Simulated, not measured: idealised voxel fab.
The following is a process module called voxel released beams.
Cross-section cut spans 190 nm and uses square cells 5 nm in size.
Cross-section, as written here: a square-cell grid given band by band from the top down, where a band holds one or more rows of cells.
Quick guide to a band line: top height, bottom height (nm) up front; then every material left to right with its width in nm. Only one material and it's marked "everywhere"? Then it fills the band edge to edge. And "empty" just means empty space.
Counting heights begins at 0, where everything beneath is, in the wafer as received, one material. The lowest band has no bottom; it goes on downwards, as "0 and below" shows.
A width given as "30->40" starts at the first number in the band's top row and ends at the second number in its bottom row, shifting by an equal amount at every step from row to row.
You'll sometimes find "same as before" written for a step, and that's the way of saying that nowhere in the cross-section did a cell change during that step.
The entry titled "Closed-off voids" provides the empty spaces that have no open way to the top, restricted to those of 8 cells or more. Each is presented as width x height at distance, the distance being measured from the left edge, with all three in nm.
Whatever follows a step's settings on its line is a remark the simulator itself makes about that step.
"overlay nm" denotes, for a step that has a mask, the displacement of the mask to the right of its planned place, with negative values corresponding to the left.
-- Process steps - plan
1) RECEIVE,material Si
2) CONFORMAL_DEP,material SiN,thk nm 10
3) DIRECTIONAL_DEP,material SiO2,thk nm 10
4) DIRECTIONAL_DEP,material aC,thk nm 15
5) PATTERN,tone open,mask id ANCHOR,material resist,width nm 35,thk nm 35,overlay nm 0
6) DIRECTIONAL_ETCH,etch materials aC,depth nm 15
7) STRIP,etch materials resist
8) DIRECTIONAL_ETCH,etch materials SiO2,depth nm 10
9) STRIP,etch materials aC
10) CONFORMAL_DEP,material TiN,thk nm 10
11) DIRECTIONAL_DEP,material aC,thk nm 10
12) PATTERN,tone cover,mask id BEAM,material resist,width nm 100,thk nm 30,overlay nm 0
13) DIRECTIONAL_ETCH,etch materials aC,depth nm 10
14) STRIP,etch materials resist
15) DIRECTIONAL_ETCH,etch materials TiN,depth nm 10
16) STRIP,etch materials aC
17) STRIP,etch materials SiO2
-- Cross-section of the wafer as it came to us, i.e., already through step 1
- 0 and below | Si everywhere
- Closed-off voids: none
-- Cross-section, end of module. Start: as above. Plan: as above. Execution: one mistake
- 25 down to 20 | empty (40) / TiN (15) / empty (15) / TiN (70) / empty (50)
- 20 down to 10 | empty (40->45) / TiN (100->35) / empty (50->110)
- 10 down to 0 | SiN everywhere
- 0 and below | Si everywhere
- Closed-off voids: none
What broke from the plan during processing? step 3 did not use the planned setting and instead ran as DIRECTIONAL_DEP,material SiO2,thk nm 5
